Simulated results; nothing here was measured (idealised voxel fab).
This is a process module. Its name is voxel transistor to metal.
Cross-section cut: width 200 nm, square cells of 5 nm.
A cross-section is a grid of square cells, given in bands from the top down. A band is one or more rows of cells. Look at the band entry: it leads with the top's height and the bottom's height in nm. Then it lists the materials left to right, with a width in nm for each. The word "all across" on a single material says that material fills the band edge to edge. The word "empty" is empty space. It should be noted that heights are counted from 0, beneath which the wafer as supplied is of one material throughout, and that the lowest band possesses no lower boundary but continues downward, as written in "0 and below". So if you see something like "30 to 40" for the width, read it as the top row of the band sitting at the first number and the bottom row at the second, with every row in between moving by the same amount as the last. Any step labelled "no alterations made" changed none of the cells in the cross-section. "Cavities, sealed" contains a list of empty spaces, each no smaller than 8 cells and without an open way to the top, written in the form width x height at distance with the distance from the left edge and all three in nm. That trailing text on a step's line, after the settings, is the simulator's own remark on the step. A step line may carry the setting "overlay nm", which, for steps involving a mask, states the distance by which the mask lay to the right of its intended position; negative values denote displacement to the left.
## The steps planned for the process are as follows
1 RECEIVE (material Si)
2 CONFORMAL_DEP (material SiO2; thk nm 5)
3 CONFORMAL_DEP (material SiN; thk nm 15)
4 PATTERN (tone cover; mask id ACTIVE; material resist; width nm 100; thk nm 15; overlay nm 0)
5 DIRECTIONAL_ETCH (etch materials SiN; depth nm 15)
6 DIRECTIONAL_ETCH (etch materials SiO2; depth nm 5)
7 DIRECTIONAL_ETCH (etch materials Si; depth nm 35)
8 STRIP (etch materials resist)
9 FILL_DEP (material SiO2; thk nm 15)
10 CMP (height nm 20)
11 SELECTIVE_ETCH (etch materials SiO2; depth nm 5)
12 STRIP (etch materials SiN)
13 SELECTIVE_ETCH (etch materials SiO2; depth nm 5)
14 OXIDIZE (depth nm 5)
15 DIRECTIONAL_DEP (material polySi; thk nm 30)
16 DIRECTIONAL_DEP (material SiCN; thk nm 10)
17 PATTERN (tone cover; mask id GATE; material resist; width nm 20; thk nm 15; overlay nm 0)
18 DIRECTIONAL_ETCH (etch materials SiCN; depth nm 20)
19 DIRECTIONAL_ETCH (etch materials polySi; depth nm 40)
20 STRIP (etch materials resist)
21 CONFORMAL_DEP (material SiO2; thk nm 5)
22 DIRECTIONAL_ETCH (etch materials SiO2; depth nm 5)
23 CONFORMAL_DEP (material SiN; thk nm 5)
24 DIRECTIONAL_ETCH (etch materials SiN; depth nm 5)
25 DIRECTIONAL_ETCH (etch materials SiO2; depth nm 5)
26 DIRECTIONAL_ETCH (etch materials Si; depth nm 15)
27 EPI (material SiGe; thk nm 15)
28 FILL_DEP (material SiO2; thk nm 5)
29 CMP (height nm 40)
30 DIRECTIONAL_DEP (material SiO2; thk nm 15)
31 MASKED_ETCH (tone open; mask id CONTACT; width nm 15; pitch nm 70; etch materials SiO2; depth nm 45; overlay nm 0)
32 CONFORMAL_DEP (material TiN; thk nm 5)
33 FILL_DEP (material W; thk nm 10)
34 CMP (height nm 55)
35 DIRECTIONAL_DEP (material TiN; thk nm 5)
36 DIRECTIONAL_DEP (material Ru; thk nm 20)
37 DIRECTIONAL_DEP (material aC; thk nm 15)
38 PATTERN (tone cover; mask id METAL_1; material resist; width nm 20; pitch nm 70; thk nm 30; overlay nm 0)
39 DIRECTIONAL_ETCH (etch materials aC; depth nm 15)
40 STRIP (etch materials resist)
41 DIRECTIONAL_ETCH (etch materials Ru; depth nm 20)
42 DIRECTIONAL_ETCH (etch materials TiN; depth nm 5)
43 STRIP (etch materials aC)
44 FILL_DEP (material lowk; thk nm 10)
45 CMP (height nm 80)
46 CONFORMAL_DEP (material SiCN; thk nm 5)
47 DIRECTIONAL_DEP (material SiO2; thk nm 30)
48 PATTERN (tone open; mask id METAL_2_HOLES; material resist; width nm 15; pitch nm 70; thk nm 20; overlay nm 0)
49 DIRECTIONAL_ETCH (etch materials SiO2; depth nm 30)
50 STRIP (etch materials resist)
51 DIRECTIONAL_DEP (material aC; thk nm 15)
52 PATTERN (tone open; mask id METAL_2; material resist; width nm 20; pitch nm 70; thk nm 30; overlay nm 0)
53 DIRECTIONAL_ETCH (etch materials aC; depth nm 15)
54 STRIP (etch materials resist)
55 DIRECTIONAL_ETCH (etch materials SiO2; depth nm 15)
56 DIRECTIONAL_ETCH (etch materials SiCN; depth nm 5)
57 STRIP (etch materials aC)
58 CONFORMAL_DEP (material TiN; thk nm 5)
59 FILL_DEP (material Cu; thk nm 10)
60 CMP (height nm 115)
61 CONFORMAL_DEP (material SiN; thk nm 5)
It is noted that the wafers described herein are identical at the outset and are distinguished by the width nm of step 31; the value stated in the plan corresponds to the first wafer.
## The as-received cross-section of the first of several wafers corresponds to the state after step 1
- 0 and below  Si all across
- Cavities, sealed: none
## The first of several wafers, seen in cross-section after the module's last step, step 61
- 120 down to 115  SiN all across
- 115 down to 105  SiO2: 55 / TiN: 5 / Cu: 10 / TiN: 5 / SiO2: 50 / TiN: 5 / Cu: 10 / TiN: 5 / SiO2: 55
- 105 down to 100  SiO2: 55 / TiN: 5 / Cu: 5 / TiN: 10 / SiO2: 50 / TiN: 5 / Cu: 5 / TiN: 10 / SiO2: 55
- 100 down to 85  SiO2: 55 / TiN: 5 / Cu: 5 / TiN: 5 / SiO2: 55 / TiN: 5 / Cu: 5 / TiN: 5 / SiO2: 60
- 85 down to 80  SiCN: 55 / TiN: 15 / SiCN: 55 / TiN: 15 / SiCN: 60
- 80 down to 60  lowk: 55 / Ru: 20 / lowk: 50 / Ru: 20 / lowk: 55
- 60 down to 55  lowk: 55 / TiN: 20 / lowk: 50 / TiN: 20 / lowk: 55
- 55 down to 40  SiO2: 60 / TiN: 5 / W: 5 / TiN: 5 / SiO2: 55 / TiN: 5 / W: 5 / TiN: 5 / SiO2: 55
- 40 down to 30  SiO2: 60 / TiN: 5 / W: 5 / TiN: 5 / SiO2: 5 / SiN: 5 / SiO2: 5 / SiCN: 20 / SiO2: 5 / SiN: 5 / SiO2: 10 / TiN: 5 / W: 5 / TiN: 5 / SiO2: 55
- 30 down to 15  SiO2: 60 / TiN: 5 / W: 5 / TiN: 5 / SiO2: 5 / SiN: 5 / SiO2: 5 / polySi: 20 / SiO2: 5 / SiN: 5 / SiO2: 10 / TiN: 5 / W: 5 / TiN: 5 / SiO2: 55
- 15 down to 10  SiO2: 60 / TiN: 15 / SiO2: 5 / SiN: 5 / SiO2: 5 / polySi: 20 / SiO2: 5 / SiN: 5 / SiO2: 10 / TiN: 15 / SiO2: 55
- 10 down to 0  SiO2: 50 / SiN: 5 / SiGe: 25 / SiN: 5 / SiO2: 5 / polySi: 20 / SiO2: 5 / SiN: 5 / SiGe: 25 / SiN: 5 / SiO2: 50
- 0 down to -5  SiO2: 55 / SiGe: 25 / SiO2: 40 / SiGe: 25 / SiO2: 55
- -5 down to -20  SiO2: 50 / Si: 5 / SiGe: 25 / Si: 40 / SiGe: 25 / Si: 5 / SiO2: 50
- -20 down to -35  SiO2: 50 / Si: 100 / SiO2: 50
- -35 and below  Si all across
- Cavities, sealed: none
## Showing the last wafer in cross-section at the end of the module
- 120 down to 115  SiN all across
- 115 down to 105  SiO2: 55 / TiN: 5 / Cu: 10 / TiN: 5 / SiO2: 50 / TiN: 5 / Cu: 10 / TiN: 5 / SiO2: 55
- 105 down to 100  SiO2: 55 / TiN: 5 / Cu: 5 / TiN: 10 / SiO2: 50 / TiN: 5 / Cu: 5 / TiN: 10 / SiO2: 55
- 100 down to 85  SiO2: 55 / TiN: 5 / Cu: 5 / TiN: 5 / SiO2: 55 / TiN: 5 / Cu: 5 / TiN: 5 / SiO2: 60
- 85 down to 80  SiCN: 55 / TiN: 15 / SiCN: 55 / TiN: 15 / SiCN: 60
- 80 down to 60  lowk: 55 / Ru: 20 / lowk: 50 / Ru: 20 / lowk: 55
- 60 down to 55  lowk: 55 / TiN: 20 / lowk: 50 / TiN: 20 / lowk: 55
- 55 down to 45  SiO2: 50 / TiN: 5 / W: 25 / TiN: 5 / SiO2: 35 / TiN: 5 / W: 25 / TiN: 5 / SiO2: 45
- 45 down to 40  SiO2: 50 / TiN: 5 / W: 20 / TiN: 10 / SiO2: 35 / TiN: 5 / W: 25 / TiN: 5 / SiO2: 45
- 40 down to 30  SiO2: 50 / TiN: 5 / W: 20 / TiN: 5 / SiN: 5 / SiO2: 5 / SiCN: 20 / SiO2: 5 / SiN: 5 / TiN: 5 / W: 25 / TiN: 5 / SiO2: 45
- 30 down to 15  SiO2: 50 / TiN: 5 / W: 20 / TiN: 5 / SiN: 5 / SiO2: 5 / polySi: 20 / SiO2: 5 / SiN: 5 / TiN: 5 / W: 25 / TiN: 5 / SiO2: 45
- 15 down to 10  SiO2: 50 / TiN: 30 / SiN: 5 / SiO2: 5 / polySi: 20 / SiO2: 5 / SiN: 5 / TiN: 35 / SiO2: 45
- 10 down to 0  SiO2: 50 / SiN: 5 / SiGe: 25 / SiN: 5 / SiO2: 5 / polySi: 20 / SiO2: 5 / SiN: 5 / SiGe: 25 / SiN: 5 / SiO2: 50
- 0 down to -5  SiO2: 55 / SiGe: 25 / SiO2: 40 / SiGe: 25 / SiO2: 55
- -5 down to -20  SiO2: 50 / Si: 5 / SiGe: 25 / Si: 40 / SiGe: 25 / Si: 5 / SiO2: 50
- -20 down to -35  SiO2: 50 / Si: 100 / SiO2: 50
- -35 and below  Si all across
- Cavities, sealed: none
## Every row in this table is a wafer at the end of the module, and it gives, for each of the materials, the cells that wafer has gained (+) or lost (-) since it was received, then its closed voids
width nm 15; +16 Cu; +32 Ru; -190 Si; +42 SiCN; +60 SiGe; +60 SiN; +662 SiO2; +78 TiN; +16 W; +160 lowk; +24 polySi; Cavities, sealed: none
width nm 20; +16 Cu; +32 Ru; -190 Si; +42 SiCN; +60 SiGe; +60 SiN; +644 SiO2; +80 TiN; +32 W; +160 lowk; +24 polySi; Cavities, sealed: none
width nm 25; +16 Cu; +32 Ru; -190 Si; +42 SiCN; +60 SiGe; +60 SiN; +626 SiO2; +82 TiN; +48 W; +160 lowk; +24 polySi; Cavities, sealed: none
width nm 30; +16 Cu; +32 Ru; -190 Si; +42 SiCN; +60 SiGe; +60 SiN; +608 SiO2; +84 TiN; +64 W; +160 lowk; +24 polySi; Cavities, sealed: none
width nm 35; +16 Cu; +32 Ru; -190 Si; +42 SiCN; +60 SiGe; +60 SiN; +596 SiO2; +86 TiN; +74 W; +160 lowk; +24 polySi; Cavities, sealed: none
